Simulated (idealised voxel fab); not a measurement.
Herein follows the process module entitled voxel ribs on slabs.
The cross-section shown here is cut; it is 155 nm wide and divided into square cells measuring 5 nm on a side.
Cross-section format: a grid of square cells, given as bands from top to bottom; each band is one or more rows of cells. Read a band's entry like this: the first values are the height of its top and the height of its bottom in nm, and what follows is the sequence of materials from left to right, each with its width in nm. Note that "blank" is empty space, and that a single material marked "edge to edge" reaches across the band from edge to edge. Basically, 0 is our baseline, since under it the wafer straight out of the box is all one material. The bottom band has no lower end and keeps on going down, so it looks like "0 and below". So if you see something like "30 to 40" for the width, read it as the top row of the band sitting at the first number and the bottom row at the second, with every row in between moving by the same amount as the last. "no alteration" after a step means that no cell of the cross-section changed. Empty spaces counting at least 8 cells and having no open way to the top are listed in "Cavities, closed". The notation width x height at distance is used for each, the distance being from the left edge and all three values in nm. On a step's line, text after the settings is the simulator commenting on that step. Regarding "overlay nm": on a step with a mask, it is the distance the mask lay to the right of its planned place; a negative value places it to the left.

[The following list gives the planned process steps]
1,RECEIVE | material Si
2,DIRECTIONAL_DEP | material SiO2 | thk nm 20
3,DIRECTIONAL_DEP | material polySi | thk nm 20
4,PATTERN | tone cover | mask id RIB | material resist | width nm 15 | thk nm 15 | overlay nm 0
5,DIRECTIONAL_ETCH | etch materials polySi | depth nm 5
6,STRIP | etch materials resist
7,MASKED_ETCH | tone cover | mask id SLAB | width nm 75 | etch materials polySi | depth nm 15 | overlay nm 0
8,FILL_DEP | material SiO2 | thk nm 30
9,CMP | height nm 60
10,DIRECTIONAL_DEP | material W | thk nm 5
11,DIRECTIONAL_DEP | material aC | thk nm 15
12,PATTERN | tone cover | mask id HEATER | material resist | width nm 25 | thk nm 35 | overlay nm 0
13,DIRECTIONAL_ETCH | etch materials aC | depth nm 15
14,STRIP | etch materials resist
15,DIRECTIONAL_ETCH | etch materials W | depth nm 5
16,STRIP | etch materials aC
17,CONFORMAL_DEP | material SiN | thk nm 10

[Wafer as received: cross-section following step 1]
  0 and below | Si edge to edge
  Cavities, closed: none

[First wafer of two, sectioned at end of module; run went per plan]
  75 down to 70 | blank (55) | SiN (45) | blank (55)
  70 down to 65 | SiN edge to edge
  65 down to 60 | SiN (65) | W (25) | SiN (65)
  60 down to 40 | SiO2 edge to edge
  40 down to 35 | SiO2 (70) | polySi (15) | SiO2 (70)
  35 down to 20 | SiO2 (40) | polySi (75) | SiO2 (40)
  20 down to 0 | SiO2 edge to edge
  0 and below | Si edge to edge
  Cavities, closed: none

[Second of two wafers, module complete, sectioned: it shares the first wafer's start and plan but was run with one mistake]
  75 down to 70 | blank (55) | SiN (45) | blank (55)
  70 down to 65 | SiN edge to edge
  65 down to 60 | SiN (65) | W (25) | SiN (65)
  60 down to 55 | SiO2 (70) | polySi (15) | SiO2 (70)
  55 down to 40 | SiO2 (40) | polySi (75) | SiO2 (40)
  40 down to 20 | polySi edge to edge
  20 down to 0 | SiO2 edge to edge
  0 and below | Si edge to edge
  Cavities, closed: none
It is concluded that the wafer was processed incorrectly with respect to the plan, in that step 3 of the plan saw execution twice
Final cells, second wafer relative to first, materials higher or lower: SiO2: 124 fewer | polySi: 124 more
